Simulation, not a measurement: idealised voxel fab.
Process module name: voxel self aligned vias
Pictured: cross-section cut, 285 nm wide, on a grid of 5 nm square cells.
Cross-section layout: square cells on a grid; listed as bands, top to bottom; a band spans one or more cell rows.
Basically the band line says how high the top is and how high the bottom is, in nm, and then what's in it from left to right, every material with its width in nm. Empty space shows up as "blank", and if a single material carries "full width" it runs the full band edge to edge.
Heights from 0 (as-received wafer is one material below). Bottom band endless downward, as "0 down".
Quick explanation for "30..40": the width changes in equal steps down the rows of cells, from the first number in the band's top row to the second number in its bottom row.
For the purposes of this document, the phrase "nothing got changed" attached to a step denotes that no cell within the cross-section was modified by that step.
Entry "Unvented voids". Content: empty spaces with no open connection to the top, size 8 cells or greater. Each: width x height at distance. Distance: from left edge. Unit: nm.
Step line, after settings: the simulator's comment on this step.
overlay nm: how far to the right of its planned place the mask lay on this masked step (negative: to the left).

### Process steps - plan
1. RECEIVE: material Si
2. CONFORMAL_DEP: material SiO2, thk nm 10
3. CONFORMAL_DEP: material SiCN, thk nm 5
4. DIRECTIONAL_DEP: material lowk, thk nm 20
5. DIRECTIONAL_DEP: material aC, thk nm 15
6. PATTERN: tone open, mask id LINES, material resist, width nm 25, pitch nm 55, thk nm 35, overlay nm 0
7. DIRECTIONAL_ETCH: etch materials aC, depth nm 15
8. STRIP: etch materials resist
9. DIRECTIONAL_ETCH: etch materials lowk, depth nm 20
10. STRIP: etch materials aC
11. CONFORMAL_DEP: material TiN, thk nm 5
12. FILL_DEP: material Ru, thk nm 10
13. CMP: height nm 35
14. SELECTIVE_ETCH: etch materials W Ru TiN, depth nm 10
15. FILL_DEP: material SiN, thk nm 10
16. CMP: height nm 35
17. DIRECTIONAL_DEP: material lowk, thk nm 15
18. DIRECTIONAL_DEP: material aC, thk nm 15
19. PATTERN: tone open, mask id VIAS, material resist, width nm 35, pitch nm 110, thk nm 35, overlay nm 0
20. DIRECTIONAL_ETCH: etch materials aC, depth nm 15
21. STRIP: etch materials resist
22. DIRECTIONAL_ETCH: etch materials lowk, depth nm 15
23. DIRECTIONAL_ETCH: etch materials SiN, depth nm 10
24. STRIP: etch materials aC
25. CONFORMAL_DEP: material TiN, thk nm 5
26. FILL_DEP: material W, thk nm 10
27. CMP: height nm 50
28. CONFORMAL_DEP: material SiN, thk nm 5

### This is the cross-section of the wafer as we received it, i.e. after step 1
  0 down: Si full width
  Unvented voids: none

### One mistake in running the module, otherwise start and plan as above: cross-section at the end
  55 to 50: SiN full width
  50 to 40: 70 nm lowk; 5 nm TiN; 25 nm W; 5 nm TiN; 75 nm lowk; 5 nm TiN; 25 nm W; 5 nm TiN; 70 nm lowk
  40 to 35: 70 nm lowk; 35 nm TiN; 75 nm lowk; 35 nm TiN; 70 nm lowk
  35 to 25: 70 nm SiN; 5 nm TiN; 25 nm lowk; 5 nm TiN; 25 nm SiN; 25 nm lowk; 25 nm SiN; 5 nm TiN; 25 nm lowk; 5 nm TiN; 70 nm SiN
  25 to 20: 70 nm Ru; 5 nm TiN; 25 nm lowk; 5 nm TiN; 20 nm Ru; 5 nm TiN; 25 nm lowk; 5 nm TiN; 20 nm Ru; 5 nm TiN; 25 nm lowk; 5 nm TiN; 70 nm Ru
  20 to 15: 75 nm TiN; 25 nm lowk; 30 nm TiN; 25 nm lowk; 30 nm TiN; 25 nm lowk; 75 nm TiN
  15 to 10: SiCN full width
  10 to 0: SiO2 full width
  0 down: Si full width
  Unvented voids: none
Nonconformance to the process plan: step 6, actual vs plan mismatch, actual run PATTERN: tone cover, mask id LINES, material resist, width nm 25, pitch nm 55, thk nm 35, overlay nm 0
